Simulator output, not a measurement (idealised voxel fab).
The process module presented herein is designated voxel transistor to metal.
Section shown: cut. Width: 275 nm. Cell size: 5 nm, square.
This document writes a cross-section as a grid whose cells are square, and gives it as bands, listed from the top down; one or more rows of cells form a band. A band entry consists of two parts. The first gives the height of the band's top and the height of its bottom, in nm. The rest lists the band's materials from left to right, each with its width in nm. A single material labelled with the word "all across" fills the band from edge to edge, and the word "air" marks empty space. Zero point of the height axis is 0; under it, received wafer = one material. Lowest band: continues down indefinitely, "0 down". Width "30->40": first value at the band's top row of cells, second value at its bottom row, equal change from row to row. Any step labelled "changes: none" changed none of the cells in the cross-section. The entry "Fully enclosed voids" lists the empty spaces that cover at least 8 cells and have no open path to the top. Each is written as width x height at distance, where the distance is measured from the left edge and all three values are in nm. Step line, after settings: the simulator's comment on this step. A step's line can hold "overlay nm"; with a mask on that step, the setting says how far right of the planned place the mask lay, while a negative setting says it lay to the left.

## plan
1. RECEIVE with material Si
2. CONFORMAL_DEP with material SiO2, thk nm 5
3. CONFORMAL_DEP with material SiN, thk nm 10
4. DIRECTIONAL_DEP with material aC, thk nm 15
5. PATTERN with tone cover, mask id ACTIVE, material resist, width nm 85, pitch nm 110, thk nm 35, overlay nm 0
6. DIRECTIONAL_ETCH with etch materials aC, depth nm 15
7. STRIP with etch materials resist
8. DIRECTIONAL_ETCH with etch materials SiN, depth nm 10
9. DIRECTIONAL_ETCH with etch materials SiO2, depth nm 5
10. DIRECTIONAL_ETCH with etch materials Si, depth nm 25
11. STRIP with etch materials aC
12. FILL_DEP with material SiO2, thk nm 5
13. CMP with height nm 15
14. SELECTIVE_ETCH with etch materials SiO2, depth nm 5
15. STRIP with etch materials SiN
16. SELECTIVE_ETCH with etch materials SiO2, depth nm 5
17. OXIDIZE with depth nm 5
18. DIRECTIONAL_DEP with material polySi, thk nm 30
19. DIRECTIONAL_DEP with material SiCN, thk nm 10
20. MASKED_ETCH with tone cover, mask id GATE, width nm 15, pitch nm 110, etch materials SiCN, depth nm 20, overlay nm 0
21. MASKED_ETCH with tone cover, mask id GATE, width nm 15, pitch nm 110, etch materials polySi, depth nm 40, overlay nm 0
22. CONFORMAL_DEP with material SiN, thk nm 10
23. DIRECTIONAL_ETCH with etch materials SiN, depth nm 10
24. DIRECTIONAL_ETCH with etch materials SiO2, depth nm 5
25. DIRECTIONAL_ETCH with etch materials Si, depth nm 15
26. EPI with material nSi, thk nm 20
27. FILL_DEP with material SiO2, thk nm 10
28. CMP with height nm 40
29. DIRECTIONAL_DEP with material SiO2, thk nm 15
30. PATTERN with tone open, mask id CONTACT, material resist, width nm 25, thk nm 20, overlay nm 0
31. DIRECTIONAL_ETCH with etch materials SiO2, depth nm 40
32. STRIP with etch materials resist
33. CONFORMAL_DEP with material TiN, thk nm 5
34. FILL_DEP with material W, thk nm 5
35. CMP with height nm 55
36. DIRECTIONAL_DEP with material TiN, thk nm 5
37. DIRECTIONAL_DEP with material Ru, thk nm 25
38. MASKED_ETCH with tone cover, mask id METAL_1, width nm 15, etch materials Ru, depth nm 25, overlay nm 0
39. MASKED_ETCH with tone cover, mask id METAL_1, width nm 15, etch materials TiN, depth nm 5, overlay nm 0
40. CONFORMAL_DEP with material SiCN, thk nm 5
41. FILL_DEP with material SiO2, thk nm 5
42. CMP with height nm 85
43. CONFORMAL_DEP with material SiCN, thk nm 5
44. DIRECTIONAL_DEP with material SiO2, thk nm 30
45. DIRECTIONAL_DEP with material aC, thk nm 15
46. PATTERN with tone open, mask id METAL_2, material resist, width nm 15, pitch nm 110, thk nm 30, overlay nm 0
47. DIRECTIONAL_ETCH with etch materials aC, depth nm 15
48. STRIP with etch materials resist
49. DIRECTIONAL_ETCH with etch materials SiO2, depth nm 15
50. STRIP with etch materials aC
51. DIRECTIONAL_DEP with material aC, thk nm 15
52. PATTERN with tone open, mask id METAL_2_HOLES, material resist, width nm 15, pitch nm 110, thk nm 35, overlay nm 0
53. DIRECTIONAL_ETCH with etch materials aC, depth nm 15
54. STRIP with etch materials resist
55. DIRECTIONAL_ETCH with etch materials SiO2, depth nm 15
56. DIRECTIONAL_ETCH with etch materials SiCN, depth nm 5
57. STRIP with etch materials aC
58. CONFORMAL_DEP with material TiN, thk nm 5
59. FILL_DEP with material Ru, thk nm 5
60. CMP with height nm 120
61. CONFORMAL_DEP with material SiCN, thk nm 5

## As-received state of the wafer in cross-section, equivalent to post-step 1
  0 down | Si all across
  Fully enclosed voids: none

## Cross-sectional image of the first of two wafers at the end of the module, the run having proceeded as planned
  125 to 120 | SiCN all across
  120 to 90 | SiO2=45 / TiN=5 / Ru=5 / TiN=5 / SiO2=95 / TiN=5 / Ru=5 / TiN=5 / SiO2=105
  90 to 85 | SiCN=45 / TiN=15 / SiCN=95 / TiN=15 / SiCN=105
  85 to 60 | SiO2=40 / SiCN=5 / Ru=15 / SiCN=5 / SiO2=35 / SiCN=5 / Ru=15 / SiCN=5 / SiO2=25 / SiCN=5 / Ru=15 / SiCN=5 / SiO2=35 / SiCN=5 / Ru=15 / SiCN=5 / SiO2=40
  60 to 55 | SiCN=45 / TiN=15 / SiCN=45 / TiN=15 / SiCN=35 / TiN=15 / SiCN=45 / TiN=15 / SiCN=45
  55 to 45 | SiO2=45 / TiN=5 / W=15 / TiN=5 / SiO2=25 / TiN=5 / W=15 / TiN=5 / SiO2=35 / TiN=5 / W=15 / TiN=5 / SiO2=25 / TiN=5 / W=15 / TiN=5 / SiO2=45
  45 to 40 | SiO2=45 / TiN=5 / W=10 / TiN=10 / SiO2=25 / TiN=10 / W=10 / TiN=5 / SiO2=35 / TiN=5 / W=10 / TiN=10 / SiO2=25 / TiN=10 / W=10 / TiN=5 / SiO2=45
  40 to 30 | SiO2=45 / TiN=5 / W=10 / TiN=5 / SiN=10 / SiCN=15 / SiN=10 / TiN=5 / W=10 / TiN=5 / SiO2=35 / TiN=5 / W=10 / TiN=5 / SiN=10 / SiCN=15 / SiN=10 / TiN=5 / W=10 / TiN=5 / SiO2=45
  30 to 20 | SiO2=45 / TiN=5 / W=10 / TiN=5 / SiN=10 / polySi=15 / SiN=10 / TiN=5 / W=10 / TiN=5 / SiO2=35 / TiN=5 / W=10 / TiN=5 / SiN=10 / polySi=15 / SiN=10 / TiN=5 / W=10 / TiN=5 / SiO2=45
  20 to 15 | SiO2=45 / TiN=20 / SiN=10 / polySi=15 / SiN=10 / TiN=20 / SiO2=35 / TiN=20 / SiN=10 / polySi=15 / SiN=10 / TiN=20 / SiO2=45
  15 to 5 | SiO2=35 / nSi=30 / SiN=10 / polySi=15 / SiN=10 / nSi=30 / SiO2=15 / nSi=30 / SiN=10 / polySi=15 / SiN=10 / nSi=30 / SiO2=35
  5 to 0 | SiO2=35 / SiN=10 / nSi=20 / SiN=10 / polySi=15 / SiN=10 / nSi=20 / SiN=10 / SiO2=15 / SiN=10 / nSi=20 / SiN=10 / polySi=15 / SiN=10 / nSi=20 / SiN=10 / SiO2=35
  0 to -5 | SiO2=45 / nSi=20 / SiO2=35 / nSi=20 / SiO2=35 / nSi=20 / SiO2=35 / nSi=20 / SiO2=45
  -5 to -20 | SiO2=40 / Si=5 / nSi=20 / Si=35 / nSi=20 / Si=5 / SiO2=25 / Si=5 / nSi=20 / Si=35 / nSi=20 / Si=5 / SiO2=40
  -20 to -25 | SiO2=40 / Si=85 / SiO2=25 / Si=85 / SiO2=40
  -25 down | Si all across
  Fully enclosed voids: none

## Cross-section, wafer two of two, end of module: same start and plan as wafer one, one error in execution
  125 to 120 | SiCN all across
  120 to 90 | SiO2=45 / TiN=5 / Ru=5 / TiN=5 / SiO2=95 / TiN=5 / Ru=5 / TiN=5 / SiO2=105
  90 to 85 | SiCN=45 / TiN=15 / SiCN=95 / TiN=15 / SiCN=105
  85 to 60 | SiO2=40 / SiCN=5 / Ru=15 / SiCN=5 / SiO2=35 / SiCN=5 / Ru=15 / SiCN=5 / SiO2=25 / SiCN=5 / Ru=15 / SiCN=5 / SiO2=35 / SiCN=5 / Ru=15 / SiCN=5 / SiO2=40
  60 to 55 | SiCN=45 / TiN=15 / SiCN=45 / TiN=15 / SiCN=35 / TiN=15 / SiCN=45 / TiN=15 / SiCN=45
  55 to 45 | SiO2=45 / TiN=5 / W=15 / TiN=5 / SiO2=25 / TiN=5 / W=15 / TiN=5 / SiO2=35 / TiN=5 / W=15 / TiN=5 / SiO2=25 / TiN=5 / W=15 / TiN=5 / SiO2=45
  45 to 40 | SiO2=45 / TiN=5 / W=10 / TiN=10 / SiO2=25 / TiN=10 / W=10 / TiN=5 / SiO2=35 / TiN=5 / W=10 / TiN=10 / SiO2=25 / TiN=10 / W=10 / TiN=5 / SiO2=45
  40 to 35 | SiO2=45 / TiN=5 / W=10 / TiN=5 / SiN=10 / SiCN=15 / SiN=10 / TiN=5 / W=10 / TiN=5 / SiO2=35 / TiN=5 / W=10 / TiN=5 / SiN=10 / SiCN=15 / SiN=10 / TiN=5 / W=10 / TiN=5 / SiO2=45
  35 to 30 | SiO2=45 / TiN=20 / SiN=10 / SiCN=15 / SiN=10 / TiN=20 / SiO2=35 / TiN=20 / SiN=10 / SiCN=15 / SiN=10 / TiN=20 / SiO2=45
  30 to 15 | SiO2=65 / SiN=10 / polySi=15 / SiN=10 / SiO2=75 / SiN=10 / polySi=15 / SiN=10 / SiO2=65
  15 to 5 | SiO2=35 / nSi=30 / SiN=10 / polySi=15 / SiN=10 / nSi=30 / SiO2=15 / nSi=30 / SiN=10 / polySi=15 / SiN=10 / nSi=30 / SiO2=35
  5 to 0 | SiO2=35 / SiN=10 / nSi=20 / SiN=10 / polySi=15 / SiN=10 / nSi=20 / SiN=10 / SiO2=15 / SiN=10 / nSi=20 / SiN=10 / polySi=15 / SiN=10 / nSi=20 / SiN=10 / SiO2=35
  0 to -5 | SiO2=45 / nSi=20 / SiO2=35 / nSi=20 / SiO2=35 / nSi=20 / SiO2=35 / nSi=20 / SiO2=45
  -5 to -20 | SiO2=40 / Si=5 / nSi=20 / Si=35 / nSi=20 / Si=5 / SiO2=25 / Si=5 / nSi=20 / Si=35 / nSi=20 / Si=5 / SiO2=40
  -20 to -25 | SiO2=40 / Si=85 / SiO2=25 / Si=85 / SiO2=40
  -25 down | Si all across
  Fully enclosed voids: none
What was the processing mistake? step 29 of the plan was performed twice
at the end the second wafer has, in cells: SiO2 +48; TiN -24; W -24
